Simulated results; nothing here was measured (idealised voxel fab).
Herein follows the process module entitled voxel transistor to metal.
The cross-section on display is named cut; it measures 155 nm wide, and its cells are 5 nm squares.
Square cells in a grid make up a cross-section in this document, and the grid is given as bands, listed from the top down, each one or more rows of cells. Read a band's entry like this: the first values are the height of its top and the height of its bottom in nm, and what follows is the sequence of materials from left to right, each with its width in nm. Note that "empty" is empty space, and that a single material marked "everywhere" reaches across the band from edge to edge. Height is counted from the level 0, under which the received wafer is composed throughout of one material. The lowest of the bands is not closed at the bottom but continues downward, in the notation "0 down". Quick explanation for "30 to 40": the width changes in equal steps down the rows of cells, from the first number in the band's top row to the second number in its bottom row. A step reported as "no alteration" is a step in which no cell of the cross-section changed. Empty spaces without an open route to the top, at least 8 cells in extent, make up the entry "Closed cavities"; each is given as width x height at distance, where the distance is measured from the left edge, and all are in nm. On each step's line, the part that comes after the settings is the simulator's own comment on the step. A step line may carry the setting "overlay nm", which, for steps involving a mask, states the distance by which the mask lay to the right of its intended position; negative values denote displacement to the left.
## plan
1) RECEIVE,material Si
2) CONFORMAL_DEP,material SiO2,thk nm 5
3) CONFORMAL_DEP,material SiN,thk nm 10
4) PATTERN,tone cover,mask id ACTIVE,material resist,width nm 105,thk nm 15,overlay nm 0
5) DIRECTIONAL_ETCH,etch materials SiN,depth nm 10
6) DIRECTIONAL_ETCH,etch materials SiO2,depth nm 5
7) DIRECTIONAL_ETCH,etch materials Si,depth nm 35
8) STRIP,etch materials resist
9) OXIDIZE,depth nm 5
10) FILL_DEP,material SiO2,thk nm 10
11) CMP,height nm 15
12) SELECTIVE_ETCH,etch materials SiO2,depth nm 10
13) STRIP,etch materials SiN
14) SELECTIVE_ETCH,etch materials SiO2,depth nm 5
15) OXIDIZE,depth nm 5
16) DIRECTIONAL_DEP,material polySi,thk nm 20
17) DIRECTIONAL_DEP,material SiCN,thk nm 10
18) MASKED_ETCH,tone cover,mask id GATE,width nm 25,etch materials SiCN,depth nm 20,overlay nm 0
19) MASKED_ETCH,tone cover,mask id GATE,width nm 25,etch materials polySi,depth nm 30,overlay nm 0
20) CONFORMAL_DEP,material SiN,thk nm 10
21) DIRECTIONAL_ETCH,etch materials SiN,depth nm 10
22) DIRECTIONAL_ETCH,etch materials SiO2,depth nm 5
23) EPI,material SiGe,thk nm 5
24) FILL_DEP,material SiO2,thk nm 10
25) CMP,height nm 30
26) DIRECTIONAL_DEP,material SiO2,thk nm 10
27) MASKED_ETCH,tone open,mask id CONTACT,width nm 25,pitch nm 60,etch materials SiO2,depth nm 40,overlay nm 0
28) CONFORMAL_DEP,material TiN,thk nm 5
29) FILL_DEP,material Ru,thk nm 5
30) CMP,height nm 40
31) CONFORMAL_DEP,material SiN,thk nm 5
32) DIRECTIONAL_DEP,material SiO2,thk nm 20
33) PATTERN,tone open,mask id METAL_1,material resist,width nm 15,pitch nm 70,thk nm 20,overlay nm 0
34) DIRECTIONAL_ETCH,etch materials SiO2,depth nm 20
35) DIRECTIONAL_ETCH,etch materials SiN,depth nm 5
36) STRIP,etch materials resist
37) CONFORMAL_DEP,material TiN,thk nm 5
38) FILL_DEP,material Cu,thk nm 5
39) CMP,height nm 65
40) EPI,material Ru,thk nm 5
41) FILL_DEP,material SiCN,thk nm 5
42) DIRECTIONAL_DEP,material lowk,thk nm 35
43) DIRECTIONAL_DEP,material aC,thk nm 15
44) PATTERN,tone open,mask id METAL_2,material resist,width nm 15,pitch nm 70,thk nm 30,overlay nm 0
45) DIRECTIONAL_ETCH,etch materials aC,depth nm 15
46) STRIP,etch materials resist
47) DIRECTIONAL_ETCH,etch materials lowk,depth nm 20
48) STRIP,etch materials aC
49) PATTERN,tone open,mask id METAL_2_HOLES,material resist,width nm 15,pitch nm 70,thk nm 15,overlay nm 0
50) DIRECTIONAL_ETCH,etch materials lowk,depth nm 15
51) DIRECTIONAL_ETCH,etch materials SiCN,depth nm 5
52) STRIP,etch materials resist
53) CONFORMAL_DEP,material TiN,thk nm 5
54) FILL_DEP,material Ru,thk nm 5
55) CMP,height nm 110
56) CONFORMAL_DEP,material SiCN,thk nm 5
## This is the cross-section of the wafer as we received it, i.e. after step 1
0 down = Si everywhere
Closed cavities: none
## Starting wafer: above. Plan: above. Run: one mistake. Cross-section after the module: below
115 to 110 = SiCN everywhere
110 to 75 = lowk: 35, then TiN: 5, then Ru: 5, then TiN: 5, then lowk: 55, then TiN: 5, then Ru: 5, then TiN: 5, then lowk: 35
75 to 70 = SiCN: 35, then TiN: 15, then SiCN: 55, then TiN: 15, then SiCN: 35
70 to 65 = SiCN: 30, then Ru: 25, then SiCN: 45, then Ru: 25, then SiCN: 30
65 to 45 = SiO2: 35, then TiN: 5, then Cu: 5, then TiN: 5, then SiO2: 55, then TiN: 5, then Cu: 5, then TiN: 5, then SiO2: 35
45 to 40 = SiN: 35, then TiN: 15, then SiN: 55, then TiN: 15, then SiN: 35
40 to 30 = SiO2: 35, then TiN: 5, then Ru: 10, then TiN: 5, then SiO2: 45, then TiN: 5, then Ru: 10, then TiN: 5, then SiO2: 35
30 to 20 = SiO2: 35, then TiN: 5, then Ru: 10, then TiN: 5, then SiN: 10, then SiCN: 25, then SiN: 10, then TiN: 5, then Ru: 10, then TiN: 5, then SiO2: 35
20 to 15 = SiO2: 35, then TiN: 5, then Ru: 10, then TiN: 5, then SiN: 10, then polySi: 25, then SiN: 10, then TiN: 5, then Ru: 10, then TiN: 5, then SiO2: 35
15 to 10 = SiO2: 35, then TiN: 20, then SiN: 10, then polySi: 25, then SiN: 10, then TiN: 20, then SiO2: 35
10 to 0 = SiO2: 55, then SiN: 10, then polySi: 25, then SiN: 10, then SiO2: 55
0 to -5 = SiO2: 25, then SiGe: 30, then SiO2: 45, then SiGe: 30, then SiO2: 25
-5 to -40 = SiO2: 30, then Si: 95, then SiO2: 30
-40 down = Si everywhere
Closed cavities: none
Deviation from plan: contrary to the plan, steps 26 and 27 were processed in exchanged order
